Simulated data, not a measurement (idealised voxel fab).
Process module name: voxel transistor to metal
Cross-sectional view cut (width: 180 nm; square cell size: 5 nm).
We lay out every cross-section as a grid of square cells and spell it out in bands from the top down, where one band means one or more rows of cells. Band: top and bottom heights (nm) first, top before bottom; then materials from left to right, widths in nm. "everywhere" marks a sole material filling the band edge to edge. "air" denotes empty space. The reference from which all heights are counted is 0, the level beneath which the as-received wafer is entirely one material; the lowest band, having no lower bound, proceeds downward and is written after the example "top 0, no bottom". Width "30 to 40": first value at the band's top row of cells, second value at its bottom row, equal change from row to row. No cell of the cross-section changed in a step that is given as "nothing different". So "Voids, enclosed" is basically the list of trapped voids: any empty space of 8 cells or more that can't reach the top through an opening. They're written width x height at distance, the distance being from the left edge, and it's all nm. Text after the settings on a step's line: the simulator's own remark on that step. Regarding "overlay nm": on a step with a mask, it is the distance the mask lay to the right of its planned place; a negative value places it to the left. So the way this works: pairs, before and after one process step. The after picture only goes down to the lowest band that actually changed, nothing below. Step and its settings are under each pair. And watch out, pairs might come from different runs of this module, same starting wafer though, so a pair only follows on from the one above if its "Before the process" entry tells you so.

Before the process:
	top 65, bottom 60  TiN 45, then air 10, then TiN 70, then air 10, then TiN 45
	top 60, bottom 50  SiO2 40, then TiN 5, then air 10, then TiN 5, then SiO2 60, then TiN 5, then air 10, then TiN 5, then SiO2 40
	top 50, bottom 45  SiO2 40, then TiN 20, then SiO2 60, then TiN 20, then SiO2 40
	top 45, bottom 35  W everywhere
	top 35, bottom 30  W 55, then TiN 25, then W 20, then TiN 25, then W 55
	top 30, bottom 25  TiN 60, then HfO2 15, then TiN 5, then W 20, then TiN 5, then HfO2 15, then TiN 60
	top 25, bottom 20  HfO2 65, then SiN 5, then HfO2 5, then TiN 5, then W 20, then TiN 5, then HfO2 5, then SiN 5, then HfO2 65
	top 20, bottom 5  SiO2 65, then SiN 5, then HfO2 5, then TiN 5, then W 20, then TiN 5, then HfO2 5, then SiN 5, then SiO2 65
	top 5, bottom 0  SiO2 65, then SiN 5, then HfO2 5, then TiN 30, then HfO2 5, then SiN 5, then SiO2 65
	top 0, bottom -5  SiO2 25, then SiGe 40, then SiO2 5, then HfO2 40, then SiO2 5, then SiGe 40, then SiO2 25
	top -5, bottom -25  SiO2 30, then Si 120, then SiO2 30
	top -25, no bottom  Si everywhere
	Voids, enclosed: none

Sectional View, Post-Process:
	top 70, bottom 65  W everywhere
	top 65, bottom 60  TiN 45, then W 10, then TiN 70, then W 10, then TiN 45
	top 60, bottom 50  SiO2 40, then TiN 5, then W 10, then TiN 5, then SiO2 60, then TiN 5, then W 10, then TiN 5, then SiO2 40
	Below a height of 50, the structure has not been altered.
	Voids, enclosed: none
Q: step between the cross-sections above? A: FILL_DEP: material W, thk nm 5

Before the process: = after-state of the pair above.

Sectional View, Post-Process:
	top 35, bottom 30  W 55, then TiN 25, then W 20, then TiN 25, then W 55
	Below a height of 30, the structure has not been altered.
	Voids, enclosed: none
Q: step between the cross-sections above? A: CMP: height nm 35

Before the process: = after-state of the pair above.

Sectional View, Post-Process:
	top 40, bottom 35  SiN everywhere
	Below a height of 35, the structure has not been altered.
	Voids, enclosed: none
Q: step between the cross-sections above? A: CONFORMAL_DEP: material SiN, thk nm 5

Before the process: = after-state of the pair above.

Sectional View, Post-Process:
	top 60, bottom 40  lowk everywhere
	Below a height of 40, the structure has not been altered.
	Voids, enclosed: none
Q: step between the cross-sections above? A: DIRECTIONAL_DEP: material lowk, thk nm 20

Before the process: = after-state of the pair above.

Sectional View, Post-Process:
	top 75, bottom 60  aC everywhere
	Below a height of 60, the structure has not been altered.
	Voids, enclosed: none
Q: step between the cross-sections above? A: DIRECTIONAL_DEP: material aC, thk nm 15

Before the process: = after-state of the pair above.

Sectional View, Post-Process:
	top 105, bottom 75  resist 40, then air 20, then resist 60, then air 20, then resist 40
	Below a height of 75, the structure has not been altered.
	Voids, enclosed: none
Q: step between the cross-sections above? A: PATTERN: tone open, mask id METAL_1, material resist, width nm 20, pitch nm 80, thk nm 30, overlay nm 0

Before the process: = after-state of the pair above.

Sectional View, Post-Process:
	top 90, bottom 75  resist 40, then air 20, then resist 60, then air 20, then resist 40
	top 75, bottom 60  aC 40, then air 20, then aC 60, then air 20, then aC 40
	Below a height of 60, the structure has not been altered.
	Voids, enclosed: none
Q: step between the cross-sections above? A: DIRECTIONAL_ETCH: etch materials aC, depth nm 15

Before the process: = after-state of the pair above.

Sectional View, Post-Process:
	top 75, bottom 60  aC 40, then air 20, then aC 60, then air 20, then aC 40
	Below a height of 60, the structure has not been altered.
	Voids, enclosed: none
Q: step between the cross-sections above? A: STRIP: etch materials resist

Before the process: = after-state of the pair above.

Sectional View, Post-Process:
	top 75, bottom 60  aC 40, then air 20, then aC 60, then air 20, then aC 40
	top 60, bottom 40  lowk 40, then air 20, then lowk 60, then air 20, then lowk 40
	Below a height of 40, the structure has not been altered.
	Voids, enclosed: none
Q: step between the cross-sections above? A: DIRECTIONAL_ETCH: etch materials lowk, depth nm 20

Before the process: = after-state of the pair above.

Sectional View, Post-Process:
	top 75, bottom 60  aC 40, then air 20, then aC 60, then air 20, then aC 40
	top 60, bottom 40  lowk 40, then air 20, then lowk 60, then air 20, then lowk 40
	top 40, bottom 35  SiN 40, then air 20, then SiN 60, then air 20, then SiN 40
	Below a height of 35, the structure has not been altered.
	Voids, enclosed: none
Q: step between the cross-sections above? A: DIRECTIONAL_ETCH: etch materials SiN, depth nm 5

Before the process: = after-state of the pair above.

Sectional View, Post-Process:
	top 60, bottom 40  lowk 40, then air 20, then lowk 60, then air 20, then lowk 40
	Below a height of 40, the structure has not been altered.
	Voids, enclosed: none
Q: step between the cross-sections above? A: STRIP: etch materials aC

Before the process: = after-state of the pair above.

Sectional View, Post-Process:
	top 65, bottom 60  TiN 45, then air 10, then TiN 70, then air 10, then TiN 45
	top 60, bottom 40  lowk 40, then TiN 5, then air 10, then TiN 5, then lowk 60, then TiN 5, then air 10, then TiN 5, then lowk 40
	top 40, bottom 35  SiN 40, then TiN 20, then SiN 60, then TiN 20, then SiN 40
	Below a height of 35, the structure has not been altered.
	Voids, enclosed: none
Q: step between the cross-sections above? A: CONFORMAL_DEP: material TiN, thk nm 5

Before the process: = after-state of the pair above.

Sectional View, Post-Process:
	top 70, bottom 65  Ru everywhere
	top 65, bottom 60  TiN 45, then Ru 10, then TiN 70, then Ru 10, then TiN 45
	top 60, bottom 40  lowk 40, then TiN 5, then Ru 10, then TiN 5, then lowk 60, then TiN 5, then Ru 10, then TiN 5, then lowk 40
	Below a height of 40, the structure has not been altered.
	Voids, enclosed: none
Q: step between the cross-sections above? A: FILL_DEP: material Ru, thk nm 5

Before the process: = after-state of the pair above.

Sectional View, Post-Process:
	top 60, bottom 40  lowk 40, then TiN 5, then Ru 10, then TiN 5, then lowk 60, then TiN 5, then Ru 10, then TiN 5, then lowk 40
	Below a height of 40, the structure has not been altered.
	Voids, enclosed: none
Q: step between the cross-sections above? A: CMP: height nm 60

Before the process: = after-state of the pair above.

Sectional View, Post-Process:
	top 65, bottom 60  air 35, then Ru 30, then air 50, then Ru 30, then air 35
	Below a height of 60, the structure has not been altered.
	Voids, enclosed: none
Q: step between the cross-sections above? A: EPI: material Ru, thk nm 5

Before the process: = after-state of the pair above.

Sectional View, Post-Process:
	top 70, bottom 65  SiCN everywhere
	top 65, bottom 60  SiCN 35, then Ru 30, then SiCN 50, then Ru 30, then SiCN 35
	Below a height of 60, the structure has not been altered.
	Voids, enclosed: none
Q: step between the cross-sections above? A: FILL_DEP: material SiCN, thk nm 5

Before the process: = after-state of the pair above.

Sectional View, Post-Process:
	top 105, bottom 70  lowk everywhere
	Below a height of 70, the structure has not been altered.
	Voids, enclosed: none
Q: step between the cross-sections above? A: DIRECTIONAL_DEP: material lowk, thk nm 35

Before the process: = after-state of the pair above.

Sectional View, Post-Process:
	top 105, bottom 70  lowk 40, then air 15, then lowk 65, then air 15, then lowk 45
	Below a height of 70, the structure has not been altered.
	Voids, enclosed: none
Q: step between the cross-sections above? A: MASKED_ETCH: tone open, mask id METAL_2_HOLES, width nm 15, pitch nm 80, etch materials lowk, depth nm 35, overlay nm 0

Before the process: = after-state of the pair above.

Sectional View, Post-Process:
	top 120, bottom 105  resist 40, then air 20, then resist 60, then air 20, then resist 40
	Below a height of 105, the structure has not been altered.
	Voids, enclosed: none
Q: step between the cross-sections above? A: PATTERN: tone open, mask id METAL_2, material resist, width nm 20, pitch nm 80, thk nm 15, overlay nm 0

Before the process: = after-state of the pair above.

Sectional View, Post-Process:
	top 120, bottom 105  resist 40, then air 20, then resist 60, then air 20, then resist 40
	top 105, bottom 85  lowk 40, then air 20, then lowk 60, then air 20, then lowk 40
	Below a height of 85, the structure has not been altered.
	Voids, enclosed: none
Q: step between the cross-sections above? A: DIRECTIONAL_ETCH: etch materials lowk, depth nm 20

Before the process: = after-state of the pair above.

Sectional View, Post-Process:
	top 120, bottom 105  resist 40, then air 20, then resist 60, then air 20, then resist 40
	top 105, bottom 85  lowk 40, then air 20, then lowk 60, then air 20, then lowk 40
	top 85, bottom 70  lowk 40, then air 15, then lowk 65, then air 15, then lowk 45
	top 70, bottom 65  SiCN 40, then air 15, then SiCN 65, then air 15, then SiCN 45
	Below a height of 65, the structure has not been altered.
	Voids, enclosed: none
Q: step between the cross-sections above? A: DIRECTIONAL_ETCH: etch materials SiCN, depth nm 5

Before the process: = after-state of the pair above.

Sectional View, Post-Process:
	top 105, bottom 85  lowk 40, then air 20, then lowk 60, then air 20, then lowk 40
	Below a height of 85, the structure has not been altered.
	Voids, enclosed: none
Q: step between the cross-sections above? A: STRIP: etch materials resist

Before the process: = after-state of the pair above.

Sectional View, Post-Process:
	top 110, bottom 105  TiN 45, then air 10, then TiN 70, then air 10, then TiN 45
	top 105, bottom 90  lowk 40, then TiN 5, then air 10, then TiN 5, then lowk 60, then TiN 5, then air 10, then TiN 5, then lowk 40
	top 90, bottom 85  lowk 40, then TiN 5, then air 5, then TiN 10, then lowk 60, then TiN 5, then air 5, then TiN 10, then lowk 40
	top 85, bottom 70  lowk 40, then TiN 5, then air 5, then TiN 5, then lowk 65, then TiN 5, then air 5, then TiN 5, then lowk 45
	top 70, bottom 65  SiCN 40, then TiN 15, then SiCN 65, then TiN 15, then SiCN 45
	Below a height of 65, the structure has not been altered.
	Voids, enclosed: none
Q: step between the cross-sections above? A: CONFORMAL_DEP: material TiN, thk nm 5

Before the process: = after-state of the pair above.

Sectional View, Post-Process:
	top 120, bottom 110  Cu everywhere
	top 110, bottom 105  TiN 45, then Cu 10, then TiN 70, then Cu 10, then TiN 45
	top 105, bottom 90  lowk 40, then TiN 5, then Cu 10, then TiN 5, then lowk 60, then TiN 5, then Cu 10, then TiN 5, then lowk 40
	top 90, bottom 85  lowk 40, then TiN 5, then Cu 5, then TiN 10, then lowk 60, then TiN 5, then Cu 5, then TiN 10, then lowk 40
	top 85, bottom 70  lowk 40, then TiN 5, then Cu 5, then TiN 5, then lowk 65, then TiN 5, then Cu 5, then TiN 5, then lowk 45
	Below a height of 70, the structure has not been altered.
	Voids, enclosed: none
Q: step between the cross-sections above? A: FILL_DEP: material Cu, thk nm 10

Before the process: = after-state of the pair above.

Sectional View, Post-Process:
	top 105, bottom 90  lowk 40, then TiN 5, then Cu 10, then TiN 5, then lowk 60, then TiN 5, then Cu 10, then TiN 5, then lowk 40
	Below a height of 90, the structure has not been altered.
	Voids, enclosed: none
Q: step between the cross-sections above? A: CMP: height nm 105

Before the process: = after-state of the pair above.

Sectional View, Post-Process:
	top 110, bottom 105  SiCN everywhere
	Below a height of 105, the structure has not been altered.
	Voids, enclosed: none
Q: step between the cross-sections above? A: CONFORMAL_DEP: material SiCN, thk nm 5

Before the process:
	top 105, bottom 70  lowk everywhere
	top 70, bottom 65  SiCN everywhere
	top 65, bottom 60  SiCN 35, then Ru 30, then SiCN 50, then Ru 30, then SiCN 35
	top 60, bottom 40  lowk 40, then TiN 5, then Ru 10, then TiN 5, then lowk 60, then TiN 5, then Ru 10, then TiN 5, then lowk 40
	top 40, bottom 35  SiN 40, then TiN 20, then SiN 60, then TiN 20, then SiN 40
	top 35, bottom 20  SiO2 40, then TiN 5, then W 10, then TiN 5, then SiO2 60, then TiN 5, then W 10, then TiN 5, then SiO2 40
	top 20, bottom 5  SiO2 40, then TiN 5, then W 10, then TiN 5, then SiO2 5, then SiN 5, then HfO2 5, then TiN 5, then W 20, then TiN 5, then HfO2 5, then SiN 5, then SiO2 5, then TiN 5, then W 10, then TiN 5, then SiO2 40
	top 5, bottom 0  SiO2 40, then TiN 20, then SiO2 5, then SiN 5, then HfO2 5, then TiN 30, then HfO2 5, then SiN 5, then SiO2 5, then TiN 20, then SiO2 40
	top 0, bottom -5  SiO2 25, then SiGe 40, then SiO2 5, then HfO2 40, then SiO2 5, then SiGe 40, then SiO2 25
	top -5, bottom -25  SiO2 30, then Si 120, then SiO2 30
	top -25, no bottom  Si everywhere
	Voids, enclosed: none

Sectional View, Post-Process:
	top 140, bottom 70  lowk everywhere
	Below a height of 70, the structure has not been altered.
	Voids, enclosed: none
Q: step between the cross-sections above? A: DIRECTIONAL_DEP: material lowk, thk nm 35

Before the process: = after-state of the pair above.

Sectional View, Post-Process:
	top 140, bottom 105  lowk 40, then air 15, then lowk 65, then air 15, then lowk 45
	Below a height of 105, the structure has not been altered.
	Voids, enclosed: none
Q: step between the cross-sections above? A: MASKED_ETCH: tone open, mask id METAL_2_HOLES, width nm 15, pitch nm 80, etch materials lowk, depth nm 35, overlay nm 0

Before the process: = after-state of the pair above.

Sectional View, Post-Process:
	top 155, bottom 140  resist 40, then air 20, then resist 60, then air 20, then resist 40
	Below a height of 140, the structure has not been altered.
	Voids, enclosed: none
Q: step between the cross-sections above? A: PATTERN: tone open, mask id METAL_2, material resist, width nm 20, pitch nm 80, thk nm 15, overlay nm 0

Before the process: = after-state of the pair above.

Sectional View, Post-Process:
	top 155, bottom 140  resist 40, then air 20, then resist 60, then air 20, then resist 40
	top 140, bottom 120  lowk 40, then air 20, then lowk 60, then air 20, then lowk 40
	top 120, bottom 85  lowk 40, then air 15, then lowk 65, then air 15, then lowk 45
	Below a height of 85, the structure has not been altered.
	Voids, enclosed: none
Q: step between the cross-sections above? A: DIRECTIONAL_ETCH: etch materials lowk, depth nm 20

Before the process: = after-state of the pair above.

Sectional View, Post-Process:
	top 140, bottom 120  lowk 40, then air 20, then lowk 60, then air 20, then lowk 40
	Below a height of 120, the structure has not been altered.
	Voids, enclosed: none
Q: step between the cross-sections above? A: STRIP: etch materials resist

Before the process: = after-state of the pair above.

Sectional View, Post-Process:
	top 145, bottom 140  TiN 45, then air 10, then TiN 70, then air 10, then TiN 45
	top 140, bottom 125  lowk 40, then TiN 5, then air 10, then TiN 5, then lowk 60, then TiN 5, then air 10, then TiN 5, then lowk 40
	top 125, bottom 120  lowk 40, then TiN 5, then air 5, then TiN 10, then lowk 60, then TiN 5, then air 5, then TiN 10, then lowk 40
	top 120, bottom 90  lowk 40, then TiN 5, then air 5, then TiN 5, then lowk 65, then TiN 5, then air 5, then TiN 5, then lowk 45
	top 90, bottom 85  lowk 40, then TiN 15, then lowk 65, then TiN 15, then lowk 45
	Below a height of 85, the structure has not been altered.
	Voids, enclosed: none
Q: step between the cross-sections above? A: CONFORMAL_DEP: material TiN, thk nm 5

Before the process: = after-state of the pair above.

Sectional View, Post-Process:
	top 155, bottom 145  Cu everywhere
	top 145, bottom 140  TiN 45, then Cu 10, then TiN 70, then Cu 10, then TiN 45
	top 140, bottom 125  lowk 40, then TiN 5, then Cu 10, then TiN 5, then lowk 60, then TiN 5, then Cu 10, then TiN 5, then lowk 40
	top 125, bottom 120  lowk 40, then TiN 5, then Cu 5, then TiN 10, then lowk 60, then TiN 5, then Cu 5, then TiN 10, then lowk 40
	top 120, bottom 90  lowk 40, then TiN 5, then Cu 5, then TiN 5, then lowk 65, then TiN 5, then Cu 5, then TiN 5, then lowk 45
	Below a height of 90, the structure has not been altered.
	Voids, enclosed: none
Q: step between the cross-sections above? A: FILL_DEP: material Cu, thk nm 10

Before the process: = after-state of the pair above.

Sectional View, Post-Process:
	top 105, bottom 90  lowk 40, then TiN 5, then Cu 5, then TiN 5, then lowk 65, then TiN 5, then Cu 5, then TiN 5, then lowk 45
	Below a height of 90, the structure has not been altered.
	Voids, enclosed: none
Q: step between the cross-sections above? A: CMP: height nm 105

Before the process: = after-state of the pair above.

Sectional View, Post-Process:
	top 110, bottom 105  SiCN everywhere
	Below a height of 105, the structure has not been altered.
	Voids, enclosed: none
Q: step between the cross-sections above? A: CONFORMAL_DEP: material SiCN, thk nm 5

Before the process:
	top 35, bottom 20  SiO2 40, then TiN 5, then W 10, then TiN 5, then SiO2 60, then TiN 5, then W 10, then TiN 5, then SiO2 40
	top 20, bottom 5  SiO2 40, then TiN 5, then W 10, then TiN 5, then SiO2 5, then SiN 5, then HfO2 5, then TiN 5, then W 20, then TiN 5, then HfO2 5, then SiN 5, then SiO2 5, then TiN 5, then W 10, then TiN 5, then SiO2 40
	top 5, bottom 0  SiO2 40, then TiN 20, then SiO2 5, then SiN 5, then HfO2 5, then TiN 30, then HfO2 5, then SiN 5, then SiO2 5, then TiN 20, then SiO2 40
	top 0, bottom -5  SiO2 25, then SiGe 40, then SiO2 5, then HfO2 40, then SiO2 5, then SiGe 40, then SiO2 25
	top -5, bottom -25  SiO2 30, then Si 120, then SiO2 30
	top -25, no bottom  Si everywhere
	Voids, enclosed: none

Sectional View, Post-Process:
	top 55, bottom 35  lowk everywhere
	Below a height of 35, the structure has not been altered.
	Voids, enclosed: none
Q: step between the cross-sections above? A: DIRECTIONAL_DEP: material lowk, thk nm 20

Before the process: = after-state of the pair above.

Sectional View, Post-Process:
	top 60, bottom 55  SiN everywhere
	Below a height of 55, the structure has not been altered.
	Voids, enclosed: none
Q: step between the cross-sections above? A: CONFORMAL_DEP: material SiN, thk nm 5

Before the process: = after-state of the pair above.

Sectional View, Post-Process:
	top 75, bottom 60  aC everywhere
	Below a height of 60, the structure has not been altered.
	Voids, enclosed: none
Q: step between the cross-sections above? A: DIRECTIONAL_DEP: material aC, thk nm 15

Before the process: = after-state of the pair above.

Sectional View, Post-Process:
	top 105, bottom 75  resist 40, then air 20, then resist 60, then air 20, then resist 40
	Below a height of 75, the structure has not been altered.
	Voids, enclosed: none
Q: step between the cross-sections above? A: PATTERN: tone open, mask id METAL_1, material resist, width nm 20, pitch nm 80, thk nm 30, overlay nm 0

Before the process: = after-state of the pair above.

Sectional View, Post-Process:
	top 90, bottom 75  resist 40, then air 20, then resist 60, then air 20, then resist 40
	top 75, bottom 60  aC 40, then air 20, then aC 60, then air 20, then aC 40
	Below a height of 60, the structure has not been altered.
	Voids, enclosed: none
Q: step between the cross-sections above? A: DIRECTIONAL_ETCH: etch materials aC, depth nm 15

Before the process: = after-state of the pair above.

Sectional View, Post-Process:
	top 75, bottom 60  aC 40, then air 20, then aC 60, then air 20, then aC 40
	Below a height of 60, the structure has not been altered.
	Voids, enclosed: none
Q: step between the cross-sections above? A: STRIP: etch materials resist

Before the process: = after-state of the pair above.

Sectional View, Post-Process:
	top 75, bottom 60  aC 40, then air 20, then aC 60, then air 20, then aC 40
	top 60, bottom 55  SiN 40, then air 20, then SiN 60, then air 20, then SiN 40
	Below a height of 55, the structure has not been altered.
	Voids, enclosed: none
Q: step between the cross-sections above? A: DIRECTIONAL_ETCH: etch materials SiN, depth nm 5

Before the process: = after-state of the pair above.

Sectional View, Post-Process:
	top 60, bottom 55  SiN 40, then air 20, then SiN 60, then air 20, then SiN 40
	Below a height of 55, the structure has not been altered.
	Voids, enclosed: none
Q: step between the cross-sections above? A: STRIP: etch materials aC

Before the process: = after-state of the pair above.

Sectional View, Post-Process:
	top 65, bottom 60  TiN 45, then air 10, then TiN 70, then air 10, then TiN 45
	top 60, bottom 55  SiN 40, then TiN 20, then SiN 60, then TiN 20, then SiN 40
	Below a height of 55, the structure has not been altered.
	Voids, enclosed: none
Q: step between the cross-sections above? A: CONFORMAL_DEP: material TiN, thk nm 5

Before the process: = after-state of the pair above.

Sectional View, Post-Process:
	top 70, bottom 65  Ru everywhere
	top 65, bottom 60  TiN 45, then Ru 10, then TiN 70, then Ru 10, then TiN 45
	Below a height of 60, the structure has not been altered.
	Voids, enclosed: none
Q: step between the cross-sections above? A: FILL_DEP: material Ru, thk nm 5

Before the process: = after-state of the pair above.

Sectional View, Post-Process:
	top 60, bottom 55  SiN 40, then TiN 20, then SiN 60, then TiN 20, then SiN 40
	Below a height of 55, the structure has not been altered.
	Voids, enclosed: none
Q: step between the cross-sections above? A: CMP: height nm 60

Before the process: = after-state of the pair above.

Sectional View, Post-Process:
	top 65, bottom 60  air 35, then Ru 30, then air 50, then Ru 30, then air 35
	Below a height of 60, the structure has not been altered.
	Voids, enclosed: none
Q: step between the cross-sections above? A: EPI: material Ru, thk nm 5

Before the process: = after-state of the pair above.

Sectional View, Post-Process:
	top 70, bottom 65  SiCN everywhere
	top 65, bottom 60  SiCN 35, then Ru 30, then SiCN 50, then Ru 30, then SiCN 35
	Below a height of 60, the structure has not been altered.
	Voids, enclosed: none
Q: step between the cross-sections above? A: FILL_DEP: material SiCN, thk nm 5

Before the process: = after-state of the pair above.

Sectional View, Post-Process:
	top 105, bottom 70  lowk everywhere
	Below a height of 70, the structure has not been altered.
	Voids, enclosed: none
Q: step between the cross-sections above? A: DIRECTIONAL_DEP: material lowk, thk nm 35

Before the process: = after-state of the pair above.

Sectional View, Post-Process:
	top 105, bottom 70  lowk 40, then air 15, then lowk 65, then air 15, then lowk 45
	Below a height of 70, the structure has not been altered.
	Voids, enclosed: none
Q: step between the cross-sections above? A: MASKED_ETCH: tone open, mask id METAL_2_HOLES, width nm 15, pitch nm 80, etch materials lowk, depth nm 35, overlay nm 0

Before the process: = after-state of the pair above.

Sectional View, Post-Process:
	top 120, bottom 105  resist 40, then air 20, then resist 60, then air 20, then resist 40
	Below a height of 105, the structure has not been altered.
	Voids, enclosed: none
Q: step between the cross-sections above? A: PATTERN: tone open, mask id METAL_2, material resist, width nm 20, pitch nm 80, thk nm 15, overlay nm 0

Before the process: = after-state of the pair above.

Sectional View, Post-Process:
	top 120, bottom 105  resist 40, then air 20, then resist 60, then air 20, then resist 40
	top 105, bottom 85  lowk 40, then air 20, then lowk 60, then air 20, then lowk 40
	Below a height of 85, the structure has not been altered.
	Voids, enclosed: none
Q: step between the cross-sections above? A: DIRECTIONAL_ETCH: etch materials lowk, depth nm 20

Before the process: = after-state of the pair above.

Sectional View, Post-Process:
	top 120, bottom 105  resist 40, then air 20, then resist 60, then air 20, then resist 40
	top 105, bottom 85  lowk 40, then air 20, then lowk 60, then air 20, then lowk 40
	top 85, bottom 70  lowk 40, then air 15, then lowk 65, then air 15, then lowk 45
	top 70, bottom 65  SiCN 40, then air 15, then SiCN 65, then air 15, then SiCN 45
	Below a height of 65, the structure has not been altered.
	Voids, enclosed: none
Q: step between the cross-sections above? A: DIRECTIONAL_ETCH: etch materials SiCN, depth nm 5

Before the process: = after-state of the pair above.

Sectional View, Post-Process:
	top 105, bottom 85  lowk 40, then air 20, then lowk 60, then air 20, then lowk 40
	Below a height of 85, the structure has not been altered.
	Voids, enclosed: none
Q: step between the cross-sections above? A: STRIP: etch materials resist

Before the process: = after-state of the pair above.

Sectional View, Post-Process:
	top 110, bottom 105  TiN 45, then air 10, then TiN 70, then air 10, then TiN 45
	top 105, bottom 90  lowk 40, then TiN 5, then air 10, then TiN 5, then lowk 60, then TiN 5, then air 10, then TiN 5, then lowk 40
	top 90, bottom 85  lowk 40, then TiN 5, then air 5, then TiN 10, then lowk 60, then TiN 5, then air 5, then TiN 10, then lowk 40
	top 85, bottom 70  lowk 40, then TiN 5, then air 5, then TiN 5, then lowk 65, then TiN 5, then air 5, then TiN 5, then lowk 45
	top 70, bottom 65  SiCN 40, then TiN 15, then SiCN 65, then TiN 15, then SiCN 45
	Below a height of 65, the structure has not been altered.
	Voids, enclosed: none
Q: step between the cross-sections above? A: CONFORMAL_DEP: material TiN, thk nm 5

Before the process: = after-state of the pair above.

Sectional View, Post-Process:
	top 120, bottom 110  Cu everywhere
	top 110, bottom 105  TiN 45, then Cu 10, then TiN 70, then Cu 10, then TiN 45
	top 105, bottom 90  lowk 40, then TiN 5, then Cu 10, then TiN 5, then lowk 60, then TiN 5, then Cu 10, then TiN 5, then lowk 40
	top 90, bottom 85  lowk 40, then TiN 5, then Cu 5, then TiN 10, then lowk 60, then TiN 5, then Cu 5, then TiN 10, then lowk 40
	top 85, bottom 70  lowk 40, then TiN 5, then Cu 5, then TiN 5, then lowk 65, then TiN 5, then Cu 5, then TiN 5, then lowk 45
	Below a height of 70, the structure has not been altered.
	Voids, enclosed: none
Q: step between the cross-sections above? A: FILL_DEP: material Cu, thk nm 10

Before the process: = after-state of the pair above.

Sectional View, Post-Process:
	top 105, bottom 90  lowk 40, then TiN 5, then Cu 10, then TiN 5, then lowk 60, then TiN 5, then Cu 10, then TiN 5, then lowk 40
	Below a height of 90, the structure has not been altered.
	Voids, enclosed: none
Q: step between the cross-sections above? A: CMP: height nm 105

Before the process: = after-state of the pair above.

Sectional View, Post-Process:
	top 110, bottom 105  SiCN everywhere
	Below a height of 105, the structure has not been altered.
	Voids, enclosed: none
Q: step between the cross-sections above? A: CONFORMAL_DEP: material SiCN, thk nm 5

Before the process:
	top 45, bottom 35  W everywhere
	top 35, bottom 30  W 55, then TiN 25, then W 20, then TiN 25, then W 55
	top 30, bottom 25  TiN 60, then HfO2 15, then TiN 5, then W 20, then TiN 5, then HfO2 15, then TiN 60
	top 25, bottom 20  HfO2 65, then SiN 5, then HfO2 5, then TiN 5, then W 20, then TiN 5, then HfO2 5, then SiN 5, then HfO2 65
	top 20, bottom 5  SiO2 65, then SiN 5, then HfO2 5, then TiN 5, then W 20, then TiN 5, then HfO2 5, then SiN 5, then SiO2 65
	top 5, bottom 0  SiO2 65, then SiN 5, then HfO2 5, then TiN 30, then HfO2 5, then SiN 5, then SiO2 65
	top 0, bottom -5  SiO2 25, then SiGe 40, then SiO2 5, then HfO2 40, then SiO2 5, then SiGe 40, then SiO2 25
	top -5, bottom -25  SiO2 30, then Si 120, then SiO2 30
	top -25, no bottom  Si everywhere
	Voids, enclosed: none

Sectional View, Post-Process:
	top 30, bottom 25  TiN 60, then HfO2 15, then TiN 5, then W 20, then TiN 5, then HfO2 15, then TiN 60
	Below a height of 25, the structure has not been altered.
	Voids, enclosed: none
Q: step between the cross-sections above? A: CMP: height nm 30

Before the process: = after-state of the pair above.

Sectional View, Post-Process:
	top 45, bottom 30  SiO2 everywhere
	Below a height of 30, the structure has not been altered.
	Voids, enclosed: none
Q: step between the cross-sections above? A: DIRECTIONAL_DEP: material SiO2, thk nm 15

Before the process: = after-state of the pair above.

Sectional View, Post-Process:
	top 60, bottom 45  resist 40, then air 20, then resist 60, then air 20, then resist 40
	Below a height of 45, the structure has not been altered.
	Voids, enclosed: none
Q: step between the cross-sections above? A: PATTERN: tone open, mask id CONTACT, material resist, width nm 20, pitch nm 80, thk nm 15, overlay nm 0

Before the process: = after-state of the pair above.

Sectional View, Post-Process:
	top 60, bottom 45  resist 40, then air 20, then resist 60, then air 20, then resist 40
	top 45, bottom 30  SiO2 40, then air 20, then SiO2 60, then air 20, then SiO2 40
	Below a height of 30, the structure has not been altered.
	Voids, enclosed: none
Q: step between the cross-sections above? A: DIRECTIONAL_ETCH: etch materials SiO2, depth nm 35

Before the process: = after-state of the pair above.

Sectional View, Post-Process:
	top 45, bottom 30  SiO2 40, then air 20, then SiO2 60, then air 20, then SiO2 40
	Below a height of 30, the structure has not been altered.
	Voids, enclosed: none
Q: step between the cross-sections above? A: STRIP: etch materials resist

Before the process: = after-state of the pair above.

Sectional View, Post-Process:
	top 50, bottom 45  TiN 45, then air 10, then TiN 70, then air 10, then TiN 45
	top 45, bottom 35  SiO2 40, then TiN 5, then air 10, then TiN 5, then SiO2 60, then TiN 5, then air 10, then TiN 5, then SiO2 40
	top 35, bottom 30  SiO2 40, then TiN 20, then SiO2 60, then TiN 20, then SiO2 40
	Below a height of 30, the structure has not been altered.
	Voids, enclosed: none
Q: step between the cross-sections above? A: CONFORMAL_DEP: material TiN, thk nm 5

Before the process: = after-state of the pair above.

Sectional View, Post-Process:
	top 55, bottom 50  W everywhere
	top 50, bottom 45  TiN 45, then W 10, then TiN 70, then W 10, then TiN 45
	top 45, bottom 35  SiO2 40, then TiN 5, then W 10, then TiN 5, then SiO2 60, then TiN 5, then W 10, then TiN 5, then SiO2 40
	Below a height of 35, the structure has not been altered.
	Voids, enclosed: none
Q: step between the cross-sections above? A: FILL_DEP: material W, thk nm 5

Before the process: = after-state of the pair above.

Sectional View, Post-Process:
	top 35, bottom 30  SiO2 40, then TiN 20, then SiO2 60, then TiN 20, then SiO2 40
	Below a height of 30, the structure has not been altered.
	Voids, enclosed: none
Q: step between the cross-sections above? A: CMP: height nm 35

Before the process: = after-state of the pair above.

Sectional View, Post-Process:
	top 40, bottom 35  SiN everywhere
	Below a height of 35, the structure has not been altered.
	Voids, enclosed: none
Q: step between the cross-sections above? A: CONFORMAL_DEP: material SiN, thk nm 5

Before the process: = after-state of the pair above.

Sectional View, Post-Process:
	top 60, bottom 40  lowk everywhere
	Below a height of 40, the structure has not been altered.
	Voids, enclosed: none
Q: step between the cross-sections above? A: DIRECTIONAL_DEP: material lowk, thk nm 20

Before the process: = after-state of the pair above.

Sectional View, Post-Process:
	top 75, bottom 60  aC everywhere
	Below a height of 60, the structure has not been altered.
	Voids, enclosed: none
Q: step between the cross-sections above? A: DIRECTIONAL_DEP: material aC, thk nm 15

Before the process: = after-state of the pair above.

Sectional View, Post-Process:
	top 105, bottom 75  resist 40, then air 20, then resist 60, then air 20, then resist 40
	Below a height of 75, the structure has not been altered.
	Voids, enclosed: none
Q: step between the cross-sections above? A: PATTERN: tone open, mask id METAL_1, material resist, width nm 20, pitch nm 80, thk nm 30, overlay nm 0
